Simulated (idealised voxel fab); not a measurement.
Process module in this document: voxel ribs on slabs
For reference, the cross-section in this document is cut, with width 285 nm and square cells of 5 nm.
The cross-sections in this document take the form of a grid made of square cells. They are written out as bands, in order from top to bottom. Each band consists of one or more rows of cells. The band entry comprises the height of the band's top followed by the height of its bottom, expressed in nm, and subsequently the band's materials from left to right, each stated together with its width in nm. Where a single material is marked with the word "all across", that material fills the band from edge to edge. The word "blank" represents empty space. Below 0: as-received wafer, all one material; heights counted from there. Lowest band: no bottom, goes on down, written "from 0 down". It should be noted that a width expressed as "30 to 40" varies in equal increments from row to row of cells within the band, taking the value of the first number at the top row and that of the second number at the bottom row. You'll sometimes find "nothing different" written for a step, and that's the way of saying that nowhere in the cross-section did a cell change during that step. Heads up: "Enclosed void inventory" only lists the empty pockets with no open path to the top that are 8 cells or more, and it writes them as width x height at distance, distance from the left edge, in nm. Heads up: the bit after the settings on a step's line is the simulator's remark on that step. overlay nm: mask right of planned place by this much (step with mask). Neg. = left. Reading key. Pairs: pre-step and post-step cross-section, one process step apart; post-step view only to lowest changed band. Step between + settings: beneath pair. Runs: pairs may be from different runs of this module, same starting wafer. Continuation from pair above: only where "Before this step" entry says.

## Before this step
from 90 to 75 | blank: 120, resist: 40, blank: 125
from 75 to 65 | W all across
from 65 to 45 | SiO2 all across
from 45 to 40 | SiO2: 110, polySi: 15, SiO2: 30, polySi: 15, SiO2: 115
from 40 to 25 | SiO2: 110, polySi: 60, SiO2: 115
from 25 to 20 | polySi all across
from 20 to 0 | SiO2 all across
from 0 down | Si all across
Enclosed void inventory: none

## Resulting Cross-Section
from 90 to 75 | blank: 120, resist: 40, blank: 125
from 75 to 65 | blank: 120, W: 40, blank: 125
Below 65, the layers are the same as they were.
Enclosed void inventory: none
To go from the before cross-section above to the after cross-section, apply op DIRECTIONAL_ETCH | etch materials W | depth nm 10

Before this step: This step starts from the configuration shown after the step in the pair immediately above.

## Resulting Cross-Section
from 75 to 65 | blank: 120, W: 40, blank: 125
Below 65, the layers are the same as they were.
Enclosed void inventory: none
To go from the before cross-section above to the after cross-section, apply op STRIP | etch materials resist

Before this step: This step starts from the configuration shown after the step in the pair immediately above.

## Resulting Cross-Section
from 80 to 75 | blank: 115, SiN: 50, blank: 120
from 75 to 70 | blank: 115, SiN: 5, W: 40, SiN: 5, blank: 120
from 70 to 65 | SiN: 120, W: 40, SiN: 125
Below 65, the layers are the same as they were.
Enclosed void inventory: none
To go from the before cross-section above to the after cross-section, apply op CONFORMAL_DEP | material SiN | thk nm 5
